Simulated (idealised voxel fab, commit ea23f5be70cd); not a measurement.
The following process module bears the name voxel fin reveal.
For reference, the cross-section in this document is cut, with width 290 nm and square cells of 5 nm.
Each cross-section below is a grid of square cells, stated as bands in top-down order, with one or more rows of cells making up each band. Top, bottom (nm), then materials left to right with widths (nm); lone material tagged "edge to edge" fills the whole band edge to edge; "blank" = empty space. Heights from 0 (as-received wafer is one material below). Bottom band endless downward, as "0 nm and below". Width: "30 to 40" (first number = top row, second number = bottom row, same change from row to row of cells). "remained the same" for a step: no cell of the cross-section changed in that step. "Tabulated closed voids" means: voids of 8 cells or more that are shut off from the top with no open way through. Written width x height at distance, distance from the left edge, in nm. Formally, on a step line, whatever follows the settings is a remark that the simulator itself makes on the step. overlay nm: mask right of planned place by this much (step with mask). Neg. = left.

**Intended process steps**
1: RECEIVE,material Si
2: CONFORMAL_DEP,material SiN,thk nm 5
3: MASKED_ETCH,tone cover,mask id FINS,width nm 15,pitch nm 45,etch materials SiN,depth nm 5,overlay nm 0
4: MASKED_ETCH,tone cover,mask id FINS,width nm 15,pitch nm 45,etch materials Si,depth nm 40,overlay nm 0
5: FILL_DEP,material SiO2,thk nm 10
6: CMP,height nm 5
7: SELECTIVE_ETCH,etch materials SiO2,depth nm 20
8: STRIP,etch materials SiN
9: CONFORMAL_DEP,material HfO2,thk nm 5

**First of two wafers, with the run carried out as planned**

**As-received wafer cross-section (after step 1)**
* 0 nm and below: Si edge to edge
* Tabulated closed voids: none

**after step 2**
* 5 nm to 0 nm: SiN edge to edge
* Below 0, no change.

**after step 3**
* 5 nm to 0 nm: blank (70)  SiN (15)  blank (30)  SiN (15)  blank (30)  SiN (15)  blank (30)  SiN (15)  blank (70)
* Below 0, no change.

**after step 4**
* 5 nm to 0 nm: blank (70)  SiN (15)  blank (30)  SiN (15)  blank (30)  SiN (15)  blank (30)  SiN (15)  blank (70)
* 0 nm to -40 nm: blank (70)  Si (15)  blank (30)  Si (15)  blank (30)  Si (15)  blank (30)  Si (15)  blank (70)
* Below -40, no change.

**after step 5**
* 15 nm to 5 nm: SiO2 edge to edge
* 5 nm to 0 nm: SiO2 (70)  SiN (15)  SiO2 (30)  SiN (15)  SiO2 (30)  SiN (15)  SiO2 (30)  SiN (15)  SiO2 (70)
* 0 nm to -40 nm: SiO2 (70)  Si (15)  SiO2 (30)  Si (15)  SiO2 (30)  Si (15)  SiO2 (30)  Si (15)  SiO2 (70)
* Below -40, no change.

**after step 6**
* 5 nm to 0 nm: SiO2 (70)  SiN (15)  SiO2 (30)  SiN (15)  SiO2 (30)  SiN (15)  SiO2 (30)  SiN (15)  SiO2 (70)
* Below 0, no change.

**after step 7**
* 5 nm to 0 nm: blank (70)  SiN (15)  blank (30)  SiN (15)  blank (30)  SiN (15)  blank (30)  SiN (15)  blank (70)
* 0 nm to -15 nm: blank (70)  Si (15)  blank (30)  Si (15)  blank (30)  Si (15)  blank (30)  Si (15)  blank (70)
* Below -15, no change.

**after step 8**
* 0 nm to -15 nm: blank (70)  Si (15)  blank (30)  Si (15)  blank (30)  Si (15)  blank (30)  Si (15)  blank (70)
* Below -15, no change.

**after step 9**
* 5 nm to 0 nm: blank (65)  HfO2 (25)  blank (20)  HfO2 (25)  blank (20)  HfO2 (25)  blank (20)  HfO2 (25)  blank (65)
* 0 nm to -10 nm: blank (65)  HfO2 (5)  Si (15)  HfO2 (5)  blank (20)  HfO2 (5)  Si (15)  HfO2 (5)  blank (20)  HfO2 (5)  Si (15)  HfO2 (5)  blank (20)  HfO2 (5)  Si (15)  HfO2 (5)  blank (65)
* -10 nm to -15 nm: HfO2 (70)  Si (15)  HfO2 (30)  Si (15)  HfO2 (30)  Si (15)  HfO2 (30)  Si (15)  HfO2 (70)
* Below -15, no change.

**Second Wafer (Identical Start and Plan, One Processing Error; Matches First Wafer Through Step 6)**

**The second wafer in cross-section, at the planned close of step 7**
* 5 nm to 0 nm: blank (70)  SiN (15)  blank (30)  SiN (15)  blank (30)  SiN (15)  blank (30)  SiN (15)  blank (70)
* 0 nm to -35 nm: blank (70)  Si (15)  blank (30)  Si (15)  blank (30)  Si (15)  blank (30)  Si (15)  blank (70)
* Below -35, no change.

**The second wafer in cross-section, at the planned close of step 8**
* 0 nm to -35 nm: blank (70)  Si (15)  blank (30)  Si (15)  blank (30)  Si (15)  blank (30)  Si (15)  blank (70)
* Below -35, no change.

**The second wafer in cross-section, at the planned close of step 9**
* 5 nm to 0 nm: blank (65)  HfO2 (25)  blank (20)  HfO2 (25)  blank (20)  HfO2 (25)  blank (20)  HfO2 (25)  blank (65)
* 0 nm to -30 nm: blank (65)  HfO2 (5)  Si (15)  HfO2 (5)  blank (20)  HfO2 (5)  Si (15)  HfO2 (5)  blank (20)  HfO2 (5)  Si (15)  HfO2 (5)  blank (20)  HfO2 (5)  Si (15)  HfO2 (5)  blank (65)
* -30 nm to -35 nm: HfO2 (70)  Si (15)  HfO2 (30)  Si (15)  HfO2 (30)  Si (15)  HfO2 (30)  Si (15)  HfO2 (70)
* Below -35, no change.
The mistake made against the process plan was this: step 7 of the plan was executed twice over
Wafer comparison, final, in cells, second relative to first, materials more or fewer: HfO2: 32 more, SiO2: 184 fewer
